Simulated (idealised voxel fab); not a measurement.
Documented hereafter: the process module known as voxel wiring stack.
This is section cut - it's 260 nm across, gridded in 5 nm square cells.
In this document a cross-section is written as a grid of square cells. It is given as a series of bands, listed from the top down, and a band is one or more rows of cells. The band entry comprises the height of the band's top followed by the height of its bottom, expressed in nm, and subsequently the band's materials from left to right, each stated together with its width in nm. Where a single material is marked with the word "everywhere", that material fills the band from edge to edge. The word "blank" represents empty space. Below 0: as-received wafer, all one material; heights counted from there. Lowest band: no bottom, goes on down, written "from 0 down". The expression "30->40" gives the width at the extremes of the band, the first number at its top row of cells and the second at its bottom row, with the width changing by equal amounts from each row to the next in between. Take "remained the same" at face value: in the step it is given for, the cross-section changed in none of its cells. For the entry "Closed-off voids", the listed items are empty spaces with no open way to the top whose size is 8 cells or more; each item follows the pattern width x height at distance, where distance is from the left edge and all three are in nm. Anything after a step's settings on that line? It's the simulator's own note about the step. The optional step-line setting "overlay nm" applies to steps with a mask and quantifies how far to the right of its planned location the mask lay, a negative value indicating leftward placement.

**Steps in the process plan**
1: RECEIVE with material Si
2: CONFORMAL_DEP with material SiO2, thk nm 15
3: DIRECTIONAL_DEP with material TiN, thk nm 5
4: DIRECTIONAL_DEP with material W, thk nm 15
5: DIRECTIONAL_DEP with material aC, thk nm 10
6: PATTERN with tone cover, mask id METAL_1, material resist, width nm 20, pitch nm 50, thk nm 25, overlay nm 0
7: DIRECTIONAL_ETCH with etch materials aC, depth nm 10
8: STRIP with etch materials resist
9: DIRECTIONAL_ETCH with etch materials W, depth nm 15
10: DIRECTIONAL_ETCH with etch materials TiN, depth nm 5
11: STRIP with etch materials aC
12: FILL_DEP with material SiO2, thk nm 5
13: CMP with height nm 35
14: CONFORMAL_DEP with material SiCN, thk nm 5
15: DIRECTIONAL_DEP with material SiO2, thk nm 20
16: PATTERN with tone open, mask id PLUG_1, material resist, width nm 15, pitch nm 50, thk nm 15, overlay nm 0
17: DIRECTIONAL_ETCH with etch materials SiO2, depth nm 20
18: DIRECTIONAL_ETCH with etch materials SiCN, depth nm 5
19: STRIP with etch materials resist
20: CONFORMAL_DEP with material TiN, thk nm 5
21: FILL_DEP with material Cu, thk nm 10
22: CMP with height nm 60
23: CONFORMAL_DEP with material SiN, thk nm 5
24: DIRECTIONAL_DEP with material lowk, thk nm 25
25: DIRECTIONAL_DEP with material aC, thk nm 15
26: PATTERN with tone open, mask id METAL_2, material resist, width nm 20, pitch nm 50, thk nm 35, overlay nm 0
27: DIRECTIONAL_ETCH with etch materials aC, depth nm 5
28: STRIP with etch materials resist
29: DIRECTIONAL_ETCH with etch materials lowk, depth nm 25
30: DIRECTIONAL_ETCH with etch materials SiN, depth nm 5
31: STRIP with etch materials aC
32: CONFORMAL_DEP with material TiN, thk nm 5
33: FILL_DEP with material W, thk nm 10
34: CMP with height nm 90
35: EPI with material Ru, thk nm 5
36: FILL_DEP with material SiCN, thk nm 5
37: DIRECTIONAL_DEP with material lowk, thk nm 35
38: DIRECTIONAL_DEP with material aC, thk nm 15
39: PATTERN with tone open, mask id METAL_3, material resist, width nm 20, pitch nm 50, thk nm 35, overlay nm 0
40: DIRECTIONAL_ETCH with etch materials aC, depth nm 15
41: STRIP with etch materials resist
42: DIRECTIONAL_ETCH with etch materials lowk, depth nm 20
43: STRIP with etch materials aC
44: DIRECTIONAL_DEP with material aC, thk nm 10
45: PATTERN with tone open, mask id METAL_3_HOLES, material resist, width nm 15, pitch nm 50, thk nm 30, overlay nm 0
46: DIRECTIONAL_ETCH with etch materials aC, depth nm 10
47: STRIP with etch materials resist
48: DIRECTIONAL_ETCH with etch materials lowk, depth nm 15
49: DIRECTIONAL_ETCH with etch materials SiCN, depth nm 5
50: STRIP with etch materials aC
51: CONFORMAL_DEP with material TiN, thk nm 5
52: FILL_DEP with material Ru, thk nm 10
53: CMP with height nm 135
54: CONFORMAL_DEP with material SiCN, thk nm 5
55: DIRECTIONAL_DEP with material lowk, thk nm 25
56: PATTERN with tone open, mask id METAL_4, material resist, width nm 20, pitch nm 50, thk nm 20, overlay nm 0
57: DIRECTIONAL_ETCH with etch materials lowk, depth nm 15
58: STRIP with etch materials resist
59: MASKED_ETCH with tone open, mask id METAL_4_HOLES, width nm 15, pitch nm 50, etch materials lowk, depth nm 10, overlay nm 0
60: MASKED_ETCH with tone open, mask id METAL_4_HOLES, width nm 15, pitch nm 50, etch materials SiCN, depth nm 5, overlay nm 0
61: CONFORMAL_DEP with material TiN, thk nm 5
62: FILL_DEP with material Cu, thk nm 10
63: CMP with height nm 165
64: CONFORMAL_DEP with material SiN, thk nm 5
Among the wafers covered here, the point of difference is the depth nm at step 27; their starting state is shared, and the plan presents the value of the first wafer.

**Cross-section: the first of several wafers in its as-received state, i.e. following step 1**
  from 0 down  Si everywhere
  Closed-off voids: none

**Heads up, this table goes wafer by wafer. A row tells you, at the end of the module, how many cells of each material that wafer has put on (+) or dropped (-) since it was received, and then its closed voids**
depth nm 5 | +33 Cu | +36 Ru | +129 SiCN | +104 SiN | +488 SiO2 | +187 TiN | +36 W | +755 lowk | Closed-off voids: none
depth nm 10 | +33 Cu | +36 Ru | +129 SiCN | +104 SiN | +488 SiO2 | +187 TiN | +36 W | +755 lowk | Closed-off voids: none
depth nm 15 | +33 Cu | +48 Ru | +163 SiCN | +92 SiN | +488 SiO2 | +183 TiN | +66 W | +695 lowk | Closed-off voids: none
depth nm 20 | +33 Cu | +48 Ru | +163 SiCN | +92 SiN | +488 SiO2 | +183 TiN | +66 W | +695 lowk | Closed-off voids: none
depth nm 25 | +33 Cu | +48 Ru | +163 SiCN | +92 SiN | +488 SiO2 | +183 TiN | +66 W | +695 lowk | Closed-off voids: none
depth nm 30 | +33 Cu | +48 Ru | +163 SiCN | +92 SiN | +488 SiO2 | +183 TiN | +66 W | +695 lowk | Closed-off voids: none
